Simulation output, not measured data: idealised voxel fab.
process module | voxel gate over fins
cross-section cut | 215 nm wide | cells 5 nm
A cross-section is a grid of square cells, given in bands from the top down. A band is one or more rows of cells.
Each band's line starts with the height of the band's top and of its bottom, in nm. Then come its materials from left to right, each with its width in nm. One material with "throughout" fills the band from edge to edge. "air" is empty space.
Height 0 is the level under which the wafer as received is all one material. The lowest band goes on downwards, as in "0 down".
A width such as "30 to 40" changes by the same amount from each row of cells to the next, from the band's top row to its bottom row.
"no change" after a step means that no cell of the cross-section changed.
closed voids: empty space of 8 cells or more with no open way to the top, each as width x height at its distance from the left edge, in nm
after a step's settings: what the simulator itself notes on the step
overlay nm, on a step with a mask: how far to the right of its planned place the mask lay; to the left if negative
plan
1 op RECEIVE | material Si
2 op CONFORMAL_DEP | material SiN | thk nm 5
3 op MASKED_ETCH | tone cover | mask id FINS | width nm 15 | pitch nm 40 | etch materials SiN | depth nm 5 | overlay nm 0
4 op MASKED_ETCH | tone cover | mask id FINS | width nm 15 | pitch nm 40 | etch materials Si | depth nm 35 | overlay nm 0
5 op FILL_DEP | material SiO2 | thk nm 15
6 op CMP | height nm 5
7 op SELECTIVE_ETCH | etch materials SiO2 | depth nm 20
8 op STRIP | etch materials SiN
9 op CONFORMAL_DEP | material HfO2 | thk nm 5
10 op CONFORMAL_DEP | material TiN | thk nm 5
11 op FILL_DEP | material W | thk nm 15
12 op CMP | height nm 20
13 op CONFORMAL_DEP | material SiN | thk nm 5
as received, after step 1
  0 down: Si throughout
  closed voids: none
first wafer at the end, as planned
  25 to 20: SiN throughout
  20 to 10: W throughout
  10 to 5: W 70 | TiN 35 | W 5 | TiN 35 | W 70
  5 to 0: W 70 | TiN 5 | HfO2 25 | TiN 5 | W 5 | TiN 5 | HfO2 25 | TiN 5 | W 70
  0 to -5: W 70 | TiN 5 | HfO2 5 | Si 15 | HfO2 5 | TiN 5 | W 5 | TiN 5 | HfO2 5 | Si 15 | HfO2 5 | TiN 5 | W 70
  -5 to -10: TiN 75 | HfO2 5 | Si 15 | HfO2 5 | TiN 15 | HfO2 5 | Si 15 | HfO2 5 | TiN 75
  -10 to -15: HfO2 80 | Si 15 | HfO2 25 | Si 15 | HfO2 80
  -15 to -35: SiO2 80 | Si 15 | SiO2 25 | Si 15 | SiO2 80
  -35 down: Si throughout
  closed voids: none
second wafer at the end: like start, like plan, one mistake
  25 to 20: SiN throughout
  20 to 10: W throughout
  10 to 5: W 70 | HfO2 35 | W 5 | HfO2 35 | W 70
  5 to 0: W 70 | HfO2 5 | TiN 25 | HfO2 5 | W 5 | HfO2 5 | TiN 25 | HfO2 5 | W 70
  0 to -5: W 70 | HfO2 5 | TiN 5 | Si 15 | TiN 5 | HfO2 5 | W 5 | HfO2 5 | TiN 5 | Si 15 | TiN 5 | HfO2 5 | W 70
  -5 to -10: HfO2 75 | TiN 5 | Si 15 | TiN 5 | HfO2 15 | TiN 5 | Si 15 | TiN 5 | HfO2 75
  -10 to -15: TiN 80 | Si 15 | TiN 25 | Si 15 | TiN 80
  -15 to -35: SiO2 80 | Si 15 | SiO2 25 | Si 15 | SiO2 80
  -35 down: Si throughout
  closed voids: none
what went wrong: steps 9 and 10 were swapped
at the end the second wafer has, in cells: as many of each material as the first, in other places
